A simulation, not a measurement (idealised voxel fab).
process module | voxel local oxidation
cross-section cut | 225 nm wide | cells 5 nm
A cross-section is a grid of square cells, given in bands from the top down. A band is one or more rows of cells.
Each band's line starts with the height of the band's top and of its bottom, in nm. Then come its materials from left to right, each with its width in nm. One material with "throughout" fills the band from edge to edge. "air" is empty space.
Height 0 is the level under which the wafer as received is all one material. The lowest band goes on downwards, as in "0 down".
A width such as "30 to 40" changes by the same amount from each row of cells to the next, from the band's top row to its bottom row.
"no change" after a step means that no cell of the cross-section changed.
closed voids: empty space of 8 cells or more with no open way to the top, each as width x height at its distance from the left edge, in nm
after a step's settings: what the simulator itself notes on the step
overlay nm, on a step with a mask: how far to the right of its planned place the mask lay; to the left if negative
plan
1 op RECEIVE | material Si
2 op OXIDIZE | depth nm 5
3 op CONFORMAL_DEP | material SiN | thk nm 15
4 op MASKED_ETCH | tone cover | mask id ACTIVE | width nm 95 | etch materials SiN | depth nm 15 | overlay nm 0
5 op SELECTIVE_ETCH | etch materials SiO2 | depth nm 5
6 op OXIDIZE | depth nm 15
7 op STRIP | etch materials SiN
as received, after step 1
  0 down: Si throughout
  closed voids: none
first wafer at the end, as planned
  0 to -5: air 70 | SiO2 85 | air 70
  -5 to -20: SiO2 85 | Si 55 | SiO2 85
  -20 down: Si throughout
  closed voids: none
second wafer at the end: like start, like plan, one mistake
  -5 to -20: air 85 | Si 55 | air 85
  -20 down: Si throughout
  closed voids: none
what went wrong: step 7 ran as: op STRIP | etch materials SiO2
at the end the second wafer has, in cells: 119 fewer of SiO2
